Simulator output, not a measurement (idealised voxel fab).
Title: Process Module voxel transistor to metal
Cross-section cut spans 200 nm and uses square cells 5 nm in size.
Each cross-section below is a grid of square cells, stated as bands in top-down order, with one or more rows of cells making up each band.
Basically the band line says how high the top is and how high the bottom is, in nm, and then what's in it from left to right, every material with its width in nm. Empty space shows up as "empty", and if a single material carries "full width" it runs the full band edge to edge.
Note: height 0 marks the level under which the wafer is uniformly one material as received. Lowest band unbounded below, written "0 -> down".
Note: "30->40" means the width goes from the first number (top row of the band) to the second number (bottom row) in equal steps per row of cells.
Where the words "stayed the same" appear for a step, the cross-section shows no cell changed by that step; every cell remained as before.
Basically, "Enclosed void catalog" tells you about the enclosed voids: empty spaces with no open way to the top, 8 cells or bigger, each written width x height at distance, where distance is from the left edge, all in nm.
Heads up: the bit after the settings on a step's line is the simulator's remark on that step.
You can add "overlay nm" to a step's line. For a step with a mask, it describes how far the mask lay to the right of its planned position, and a negative number describes a lay to the left.
Listed below are the process steps as planned:
1: op RECEIVE | material Si
2: op OXIDIZE | depth nm 5
3: op CONFORMAL_DEP | material SiN | thk nm 15
4: op MASKED_ETCH | tone cover | mask id ACTIVE | width nm 110 | etch materials SiN | depth nm 15 | overlay nm 0
5: op MASKED_ETCH | tone cover | mask id ACTIVE | width nm 110 | etch materials SiO2 | depth nm 5 | overlay nm 0
6: op MASKED_ETCH | tone cover | mask id ACTIVE | width nm 110 | etch materials Si | depth nm 25 | overlay nm 0
7: op FILL_DEP | material SiO2 | thk nm 5
8: op CMP | height nm 15
9: op SELECTIVE_ETCH | etch materials SiO2 | depth nm 10
10: op STRIP | etch materials SiN
11: op SELECTIVE_ETCH | etch materials SiO2 | depth nm 5
12: op OXIDIZE | depth nm 5
13: op DIRECTIONAL_DEP | material polySi | thk nm 20
14: op DIRECTIONAL_DEP | material SiCN | thk nm 15
15: op MASKED_ETCH | tone cover | mask id GATE | width nm 30 | etch materials SiCN | depth nm 25 | overlay nm 0
16: op MASKED_ETCH | tone cover | mask id GATE | width nm 30 | etch materials polySi | depth nm 30 | overlay nm 0
17: op CONFORMAL_DEP | material SiN | thk nm 10
18: op DIRECTIONAL_ETCH | etch materials SiN | depth nm 10
19: op DIRECTIONAL_ETCH | etch materials SiO2 | depth nm 5
20: op DIRECTIONAL_ETCH | etch materials Si | depth nm 10
21: op EPI | material SiGe | thk nm 10
22: op FILL_DEP | material SiO2 | thk nm 10
23: op CMP | height nm 15
24: op STRIP | etch materials polySi
25: op SELECTIVE_ETCH | etch materials SiO2 | depth nm 5
26: op CONFORMAL_DEP | material HfO2 | thk nm 5
27: op CONFORMAL_DEP | material TiN | thk nm 5
28: op FILL_DEP | material W | thk nm 10
29: op CMP | height nm 10
30: op DIRECTIONAL_DEP | material SiO2 | thk nm 15
31: op MASKED_ETCH | tone open | mask id CONTACT | width nm 20 | pitch nm 80 | etch materials SiO2 | depth nm 35 | overlay nm 0
32: op CONFORMAL_DEP | material TiN | thk nm 5
33: op FILL_DEP | material W | thk nm 5
34: op CMP | height nm 25
35: op DIRECTIONAL_DEP | material TiN | thk nm 5
36: op DIRECTIONAL_DEP | material W | thk nm 20
37: op DIRECTIONAL_DEP | material aC | thk nm 10
38: op PATTERN | tone cover | mask id METAL_1 | material resist | width nm 20 | pitch nm 80 | thk nm 25 | overlay nm 0
39: op DIRECTIONAL_ETCH | etch materials aC | depth nm 10
40: op STRIP | etch materials resist
41: op DIRECTIONAL_ETCH | etch materials W | depth nm 20
42: op DIRECTIONAL_ETCH | etch materials TiN | depth nm 5
43: op STRIP | etch materials aC
44: op CONFORMAL_DEP | material SiN | thk nm 5
45: op FILL_DEP | material SiO2 | thk nm 10
46: op CMP | height nm 50
47: op CONFORMAL_DEP | material SiN | thk nm 5
As-received wafer cross-section (after step 1):
	0 -> down  Si full width
	Enclosed void catalog: none
Run as planned - first of the two wafers cross-sectioned at the end of the module:
	55 -> 50  SiN full width
	50 -> 30  45 nm SiO2 | 5 nm SiN | 20 nm W | 5 nm SiN | 50 nm SiO2 | 5 nm SiN | 20 nm W | 5 nm SiN | 45 nm SiO2
	30 -> 25  50 nm SiN | 20 nm TiN | 60 nm SiN | 20 nm TiN | 50 nm SiN
	25 -> 10  50 nm SiO2 | 5 nm TiN | 10 nm W | 5 nm TiN | 60 nm SiO2 | 5 nm TiN | 10 nm W | 5 nm TiN | 50 nm SiO2
	10 -> 5  50 nm SiO2 | 5 nm TiN | 10 nm W | 5 nm TiN | 5 nm SiO2 | 10 nm SiN | 5 nm HfO2 | 5 nm TiN | 10 nm W | 5 nm TiN | 5 nm HfO2 | 10 nm SiN | 5 nm SiO2 | 5 nm TiN | 10 nm W | 5 nm TiN | 50 nm SiO2
	5 -> 0  50 nm SiO2 | 20 nm TiN | 5 nm SiO2 | 10 nm SiN | 5 nm HfO2 | 5 nm TiN | 10 nm W | 5 nm TiN | 5 nm HfO2 | 10 nm SiN | 5 nm SiO2 | 20 nm TiN | 50 nm SiO2
	0 -> -5  40 nm SiO2 | 10 nm SiN | 10 nm SiGe | 5 nm TiN | 10 nm SiGe | 10 nm SiN | 5 nm HfO2 | 20 nm TiN | 5 nm HfO2 | 10 nm SiN | 10 nm SiGe | 5 nm TiN | 10 nm SiGe | 10 nm SiN | 40 nm SiO2
	-5 -> -10  50 nm SiO2 | 10 nm SiGe | 5 nm TiN | 10 nm SiGe | 5 nm SiO2 | 40 nm HfO2 | 5 nm SiO2 | 10 nm SiGe | 5 nm TiN | 10 nm SiGe | 50 nm SiO2
	-10 -> -20  45 nm SiO2 | 5 nm Si | 25 nm SiGe | 50 nm Si | 25 nm SiGe | 5 nm Si | 45 nm SiO2
	-20 -> -30  45 nm SiO2 | 110 nm Si | 45 nm SiO2
	-30 -> down  Si full width
	Enclosed void catalog: none
Cross-sectional image of the second wafer of the two following completion of the module. Starting state and process plan were the same as for the first wafer; one execution error occurred:
	55 -> 50  SiN full width
	50 -> 30  45 nm SiO2 | 5 nm SiN | 20 nm W | 5 nm SiN | 50 nm SiO2 | 5 nm SiN | 20 nm W | 5 nm SiN | 45 nm SiO2
	30 -> 25  50 nm SiN | 20 nm TiN | 60 nm SiN | 20 nm TiN | 50 nm SiN
	25 -> 10  50 nm SiO2 | 5 nm TiN | 10 nm W | 5 nm TiN | 60 nm SiO2 | 5 nm TiN | 10 nm W | 5 nm TiN | 50 nm SiO2
	10 -> 5  50 nm SiO2 | 5 nm TiN | 10 nm W | 5 nm TiN | 5 nm SiO2 | 10 nm SiN | 5 nm HfO2 | 5 nm TiN | 10 nm W | 5 nm TiN | 5 nm HfO2 | 10 nm SiN | 5 nm SiO2 | 5 nm TiN | 10 nm W | 5 nm TiN | 50 nm SiO2
	5 -> 0  50 nm SiO2 | 20 nm TiN | 5 nm SiO2 | 10 nm SiN | 5 nm HfO2 | 5 nm TiN | 10 nm W | 5 nm TiN | 5 nm HfO2 | 10 nm SiN | 5 nm SiO2 | 20 nm TiN | 50 nm SiO2
	0 -> -5  40 nm SiO2 | 10 nm SiN | 10 nm SiGe | 5 nm TiN | 10 nm SiGe | 10 nm SiN | 5 nm HfO2 | 20 nm TiN | 5 nm HfO2 | 10 nm SiN | 10 nm SiGe | 10 nm TiN | 10 nm SiGe | 10 nm SiN | 35 nm SiO2
	-5 -> -10  50 nm SiO2 | 10 nm SiGe | 5 nm TiN | 10 nm SiGe | 5 nm SiO2 | 40 nm HfO2 | 5 nm SiO2 | 10 nm SiGe | 10 nm TiN | 10 nm SiGe | 45 nm SiO2
	-10 -> -20  45 nm SiO2 | 5 nm Si | 25 nm SiGe | 50 nm Si | 30 nm SiGe | 5 nm Si | 40 nm SiO2
	-20 -> -30  45 nm SiO2 | 115 nm Si | 40 nm SiO2
	-30 -> down  Si full width
	Enclosed void catalog: none
What was done differently from what was planned? step 4 was processed under conditions differing from the plan, specifically as op MASKED_ETCH | tone cover | mask id ACTIVE | width nm 115 | etch materials SiN | depth nm 15 | overlay nm 0
Per the end-of-run cell counts, the second wafer holds more or fewer of some materials than the first: +2 Si | +2 SiGe | -6 SiO2 | +2 TiN
